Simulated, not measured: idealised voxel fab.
The name of this process module is voxel transistor to metal.
Square cells of 5 nm make up the cross-section cut, whose width is 175 nm.
We lay out every cross-section as a grid of square cells and spell it out in bands from the top down, where one band means one or more rows of cells.
Per band: top height and bottom height in nm, followed by the left-to-right materials and their widths in nm; "everywhere" marks a single material spanning edge to edge, "empty" marks empty space.
Heights are measured from 0, the level below which the as-received wafer is all one material; the lowest band has no bottom and continues downward, written as in "from 0 down".
Note: "30 to 40" means the width goes from the first number (top row of the band) to the second number (bottom row) in equal steps per row of cells.
Step marked "nothing was modified"? Then no cell in the cross-section changed in it.
"Enclosed internal cavities" means: voids of 8 cells or more that are shut off from the top with no open way through. Written width x height at distance, distance from the left edge, in nm.
The remark found on a step's line after its settings is issued by the simulator itself and pertains to that step.
overlay nm, on a step with a mask: how far to the right of its planned place the mask lay; to the left if negative

Steps planned for the process:
- 1: RECEIVE: material Si
- 2: OXIDIZE: depth nm 5
- 3: CONFORMAL_DEP: material SiN, thk nm 15
- 4: DIRECTIONAL_DEP: material aC, thk nm 10
- 5: PATTERN: tone cover, mask id ACTIVE, material resist, width nm 105, thk nm 30, overlay nm 0
- 6: DIRECTIONAL_ETCH: etch materials aC, depth nm 10
- 7: STRIP: etch materials resist
- 8: DIRECTIONAL_ETCH: etch materials SiN, depth nm 15
- 9: DIRECTIONAL_ETCH: etch materials SiO2, depth nm 5
- 10: DIRECTIONAL_ETCH: etch materials Si, depth nm 35
- 11: STRIP: etch materials aC
- 12: OXIDIZE: depth nm 5
- 13: FILL_DEP: material SiO2, thk nm 5
- 14: CMP: height nm 15
- 15: SELECTIVE_ETCH: etch materials SiO2, depth nm 5
- 16: STRIP: etch materials SiN
- 17: SELECTIVE_ETCH: etch materials SiO2, depth nm 5
- 18: OXIDIZE: depth nm 5
- 19: DIRECTIONAL_DEP: material polySi, thk nm 25
- 20: DIRECTIONAL_DEP: material SiCN, thk nm 10
- 21: PATTERN: tone cover, mask id GATE, material resist, width nm 15, thk nm 20, overlay nm 0
- 22: DIRECTIONAL_ETCH: etch materials SiCN, depth nm 20
- 23: DIRECTIONAL_ETCH: etch materials polySi, depth nm 35
- 24: STRIP: etch materials resist
- 25: CONFORMAL_DEP: material SiO2, thk nm 5
- 26: DIRECTIONAL_ETCH: etch materials SiO2, depth nm 5
- 27: CONFORMAL_DEP: material SiN, thk nm 5
- 28: DIRECTIONAL_ETCH: etch materials SiN, depth nm 5
- 29: DIRECTIONAL_ETCH: etch materials SiO2, depth nm 5
- 30: DIRECTIONAL_ETCH: etch materials Si, depth nm 5
- 31: EPI: material pSi, thk nm 5
- 32: FILL_DEP: material SiO2, thk nm 5
- 33: CMP: height nm 30
- 34: DIRECTIONAL_DEP: material SiO2, thk nm 15
- 35: DIRECTIONAL_DEP: material aC, thk nm 10
- 36: PATTERN: tone open, mask id CONTACT, material resist, width nm 30, pitch nm 55, thk nm 30, overlay nm 0
- 37: DIRECTIONAL_ETCH: etch materials aC, depth nm 10
- 38: STRIP: etch materials resist
- 39: DIRECTIONAL_ETCH: etch materials SiO2, depth nm 55
- 40: STRIP: etch materials aC
- 41: CONFORMAL_DEP: material TiN, thk nm 5
- 42: FILL_DEP: material W, thk nm 5
- 43: CMP: height nm 45
- 44: CONFORMAL_DEP: material SiN, thk nm 5
- 45: DIRECTIONAL_DEP: material SiO2, thk nm 15
- 46: PATTERN: tone open, mask id METAL_1, material resist, width nm 20, pitch nm 65, thk nm 20, overlay nm 0
- 47: DIRECTIONAL_ETCH: etch materials SiO2, depth nm 15
- 48: DIRECTIONAL_ETCH: etch materials SiN, depth nm 5
- 49: STRIP: etch materials resist
- 50: CONFORMAL_DEP: material TiN, thk nm 5
- 51: FILL_DEP: material Ru, thk nm 5
- 52: CMP: height nm 65
- 53: EPI: material Ru, thk nm 5
- 54: FILL_DEP: material SiCN, thk nm 5

The cross-section here shows the wafer as received, i.e. in its state after step 1:
* from 0 down | Si everywhere
* Enclosed internal cavities: none

End state of the module in cross-section, given the above starting point and plan and one mistake in execution:
* from 75 to 70 | SiCN everywhere
* from 70 to 65 | SiCN=40, then Ru=30, then SiCN=35, then Ru=30, then SiCN=40
* from 65 to 50 | SiO2=45, then TiN=5, then Ru=10, then TiN=5, then SiO2=45, then TiN=5, then Ru=10, then TiN=5, then SiO2=45
* from 50 to 45 | SiN=45, then TiN=20, then SiN=45, then TiN=20, then SiN=45
* from 45 to 35 | SiO2=45, then TiN=5, then W=20, then TiN=5, then SiO2=25, then TiN=5, then W=20, then TiN=5, then SiO2=45
* from 35 to 30 | SiO2=45, then TiN=5, then W=15, then TiN=10, then SiO2=25, then TiN=10, then W=15, then TiN=5, then SiO2=45
* from 30 to 20 | SiO2=45, then TiN=5, then W=15, then TiN=5, then SiN=5, then SiO2=5, then SiCN=15, then SiO2=5, then SiN=5, then TiN=5, then W=15, then TiN=5, then SiO2=45
* from 20 to 5 | SiO2=45, then TiN=5, then W=15, then TiN=5, then SiN=5, then SiO2=5, then polySi=15, then SiO2=5, then SiN=5, then TiN=5, then W=15, then TiN=5, then SiO2=45
* from 5 to -5 | SiO2=35, then SiN=5, then SiO2=5, then TiN=5, then W=15, then TiN=5, then SiN=5, then SiO2=5, then polySi=15, then SiO2=5, then SiN=5, then TiN=5, then W=15, then TiN=5, then SiO2=5, then SiN=5, then SiO2=35
* from -5 to -10 | SiO2=45, then TiN=25, then SiO2=35, then TiN=25, then SiO2=45
* from -10 to -20 | SiO2 everywhere
* from -20 to -45 | SiO2=40, then Si=95, then SiO2=40
* from -45 down | Si everywhere
* Enclosed internal cavities: none
What was the processing mistake? note that step 18 departed from the planned setting and was carried out as OXIDIZE: depth nm 15
